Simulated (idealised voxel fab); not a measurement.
Process module heading - voxel self aligned vias
The width of the displayed cross-section, cut, is 145 nm; its cells are square, with a size of 5 nm.
Bands, listed from the top down, are how a cross-section gets written in this document; the cross-section itself is a grid of square cells, and a band is one or more rows of them.
Band: top height; bottom height; in nm. Then, left to right: material with width in nm, for each material. "throughout": a single material spanning edge to edge. "air": empty space.
Heights are measured from 0, the level below which the as-received wafer is all one material; the lowest band has no bottom and continues downward, written as in "from 0 down".
The two numbers in a width such as "30..40" mark its ends across the band: the first belongs to the top row of cells, the second to the bottom row, and from each row to the next the width moves by the same amount.
Where a step carries "all unchanged", the cross-section came out of it unchanged, cell for cell.
In the "Enclosed void listing" entry, you get each enclosed empty space of 8 cells or more, one with no open way to the top, written width x height at distance, distance from the left edge, in nm.
Read whatever lies past the settings on a step's line as the simulator's own remark about the step.
The setting "overlay nm" may be written on the line of a step. When the step uses a mask, the value reports how far to the right of the planned place the mask lay, and a negative value reports that it lay to the left.

Planned process steps:
1. RECEIVE with material Si
2. CONFORMAL_DEP with material SiO2, thk nm 15
3. CONFORMAL_DEP with material SiCN, thk nm 5
4. DIRECTIONAL_DEP with material SiO2, thk nm 20
5. PATTERN with tone open, mask id LINES, material resist, width nm 20, pitch nm 50, thk nm 20, overlay nm 0
6. DIRECTIONAL_ETCH with etch materials SiO2, depth nm 20
7. STRIP with etch materials resist
8. CONFORMAL_DEP with material TiN, thk nm 5
9. FILL_DEP with material Ru, thk nm 10
10. CMP with height nm 40
11. SELECTIVE_ETCH with etch materials W Ru TiN, depth nm 5
12. FILL_DEP with material SiN, thk nm 5
13. CMP with height nm 40
14. DIRECTIONAL_DEP with material SiO2, thk nm 15
15. PATTERN with tone open, mask id VIAS, material resist, width nm 30, pitch nm 50, thk nm 20, overlay nm 0
16. DIRECTIONAL_ETCH with etch materials SiO2, depth nm 15
17. DIRECTIONAL_ETCH with etch materials SiN, depth nm 5
18. STRIP with etch materials resist
19. CONFORMAL_DEP with material TiN, thk nm 5
20. FILL_DEP with material W, thk nm 10
21. CMP with height nm 55
22. CONFORMAL_DEP with material SiCN, thk nm 5

Run as planned: first of two wafers:

The cross-section here shows the wafer as received, i.e. in its state after step 1:
* from 0 down  Si throughout
* Enclosed void listing: none

Presented here is a cross-section of the wafer after step 2 has been performed:
* from 15 to 0  SiO2 throughout
* Below 0, the layers are the same as they were.

Presented here is a cross-section of the wafer after step 3 has been performed:
* from 20 to 15  SiCN throughout
* Below 15, the layers are the same as they were.

Presented here is a cross-section of the wafer after step 4 has been performed:
* from 40 to 20  SiO2 throughout
* Below 20, the layers are the same as they were.

Presented here is a cross-section of the wafer after step 5 has been performed:
* from 60 to 40  resist 35; air 20; resist 30; air 20; resist 40
* Below 40, the layers are the same as they were.

Presented here is a cross-section of the wafer after step 6 has been performed:
* from 60 to 40  resist 35; air 20; resist 30; air 20; resist 40
* from 40 to 20  SiO2 35; air 20; SiO2 30; air 20; SiO2 40
* Below 20, the layers are the same as they were.

Presented here is a cross-section of the wafer after step 7 has been performed:
* from 40 to 20  SiO2 35; air 20; SiO2 30; air 20; SiO2 40
* Below 20, the layers are the same as they were.

Presented here is a cross-section of the wafer after step 8 has been performed:
* from 45 to 40  TiN 40; air 10; TiN 40; air 10; TiN 45
* from 40 to 25  SiO2 35; TiN 5; air 10; TiN 5; SiO2 30; TiN 5; air 10; TiN 5; SiO2 40
* from 25 to 20  SiO2 35; TiN 20; SiO2 30; TiN 20; SiO2 40
* Below 20, the layers are the same as they were.

Presented here is a cross-section of the wafer after step 9 has been performed:
* from 55 to 45  Ru throughout
* from 45 to 40  TiN 40; Ru 10; TiN 40; Ru 10; TiN 45
* from 40 to 25  SiO2 35; TiN 5; Ru 10; TiN 5; SiO2 30; TiN 5; Ru 10; TiN 5; SiO2 40
* Below 25, the layers are the same as they were.

Presented here is a cross-section of the wafer after step 10 has been performed:
* from 40 to 25  SiO2 35; TiN 5; Ru 10; TiN 5; SiO2 30; TiN 5; Ru 10; TiN 5; SiO2 40
* Below 25, the layers are the same as they were.

Presented here is a cross-section of the wafer after step 11 has been performed:
* from 40 to 35  SiO2 35; air 20; SiO2 30; air 20; SiO2 40
* Below 35, the layers are the same as they were.

Presented here is a cross-section of the wafer after step 12 has been performed:
* from 45 to 40  SiN throughout
* from 40 to 35  SiO2 35; SiN 20; SiO2 30; SiN 20; SiO2 40
* Below 35, the layers are the same as they were.

Presented here is a cross-section of the wafer after step 13 has been performed:
* from 40 to 35  SiO2 35; SiN 20; SiO2 30; SiN 20; SiO2 40
* Below 35, the layers are the same as they were.

Presented here is a cross-section of the wafer after step 14 has been performed:
* from 55 to 40  SiO2 throughout
* Below 40, the layers are the same as they were.

Presented here is a cross-section of the wafer after step 15 has been performed:
* from 75 to 55  resist 30; air 30; resist 20; air 30; resist 35
* Below 55, the layers are the same as they were.

Presented here is a cross-section of the wafer after step 16 has been performed:
* from 75 to 55  resist 30; air 30; resist 20; air 30; resist 35
* from 55 to 40  SiO2 30; air 30; SiO2 20; air 30; SiO2 35
* Below 40, the layers are the same as they were.

Presented here is a cross-section of the wafer after step 17 has been performed:
* from 75 to 55  resist 30; air 30; resist 20; air 30; resist 35
* from 55 to 40  SiO2 30; air 30; SiO2 20; air 30; SiO2 35
* from 40 to 35  SiO2 35; air 20; SiO2 30; air 20; SiO2 40
* Below 35, the layers are the same as they were.

Presented here is a cross-section of the wafer after step 18 has been performed:
* from 55 to 40  SiO2 30; air 30; SiO2 20; air 30; SiO2 35
* Below 40, the layers are the same as they were.

Presented here is a cross-section of the wafer after step 19 has been performed:
* from 60 to 55  TiN 35; air 20; TiN 30; air 20; TiN 40
* from 55 to 45  SiO2 30; TiN 5; air 20; TiN 5; SiO2 20; TiN 5; air 20; TiN 5; SiO2 35
* from 45 to 40  SiO2 30; TiN 10; air 10; TiN 10; SiO2 20; TiN 10; air 10; TiN 10; SiO2 35
* from 40 to 35  SiO2 35; TiN 20; SiO2 30; TiN 20; SiO2 40
* Below 35, the layers are the same as they were.

Presented here is a cross-section of the wafer after step 20 has been performed:
* from 70 to 60  W throughout
* from 60 to 55  TiN 35; W 20; TiN 30; W 20; TiN 40
* from 55 to 45  SiO2 30; TiN 5; W 20; TiN 5; SiO2 20; TiN 5; W 20; TiN 5; SiO2 35
* from 45 to 40  SiO2 30; TiN 10; W 10; TiN 10; SiO2 20; TiN 10; W 10; TiN 10; SiO2 35
* Below 40, the layers are the same as they were.

Presented here is a cross-section of the wafer after step 21 has been performed:
* from 55 to 45  SiO2 30; TiN 5; W 20; TiN 5; SiO2 20; TiN 5; W 20; TiN 5; SiO2 35
* Below 45, the layers are the same as they were.

Presented here is a cross-section of the wafer after step 22 has been performed:
* from 60 to 55  SiCN throughout
* Below 55, the layers are the same as they were.

Companion wafer, the second of two: same beginning, same intended sequence, one mistake in carrying it out; through step 14 inclusive it tracks the first exactly:

X-section, second wafer, when step 15 was due to finish:
* from 75 to 55  resist 35; air 20; resist 30; air 20; resist 40
* Below 55, the layers are the same as they were.

X-section, second wafer, when step 16 was due to finish:
* from 75 to 55  resist 35; air 20; resist 30; air 20; resist 40
* from 55 to 40  SiO2 35; air 20; SiO2 30; air 20; SiO2 40
* Below 40, the layers are the same as they were.

X-section, second wafer, when step 17 was due to finish:
* from 75 to 55  resist 35; air 20; resist 30; air 20; resist 40
* from 55 to 35  SiO2 35; air 20; SiO2 30; air 20; SiO2 40
* Below 35, the layers are the same as they were.

X-section, second wafer, when step 18 was due to finish:
* from 55 to 35  SiO2 35; air 20; SiO2 30; air 20; SiO2 40
* Below 35, the layers are the same as they were.

X-section, second wafer, when step 19 was due to finish:
* from 60 to 55  TiN 40; air 10; TiN 40; air 10; TiN 45
* from 55 to 40  SiO2 35; TiN 5; air 10; TiN 5; SiO2 30; TiN 5; air 10; TiN 5; SiO2 40
* from 40 to 35  SiO2 35; TiN 20; SiO2 30; TiN 20; SiO2 40
* Below 35, the layers are the same as they were.

X-section, second wafer, when step 20 was due to finish:
* from 70 to 60  W throughout
* from 60 to 55  TiN 40; W 10; TiN 40; W 10; TiN 45
* from 55 to 40  SiO2 35; TiN 5; W 10; TiN 5; SiO2 30; TiN 5; W 10; TiN 5; SiO2 40
* Below 40, the layers are the same as they were.

X-section, second wafer, when step 21 was due to finish:
* from 55 to 40  SiO2 35; TiN 5; W 10; TiN 5; SiO2 30; TiN 5; W 10; TiN 5; SiO2 40
* Below 40, the layers are the same as they were.

X-section, second wafer, when step 22 was due to finish:
* from 60 to 55  SiCN throughout
* Below 55, the layers are the same as they were.
what went wrong: step 15 deviated from plan and actually ran as PATTERN with tone open, mask id VIAS, material resist, width nm 20, pitch nm 50, thk nm 20, overlay nm 0
Final cells, second wafer relative to first, materials higher or lower: 12 more of SiO2 | 4 fewer of TiN | 8 fewer of W
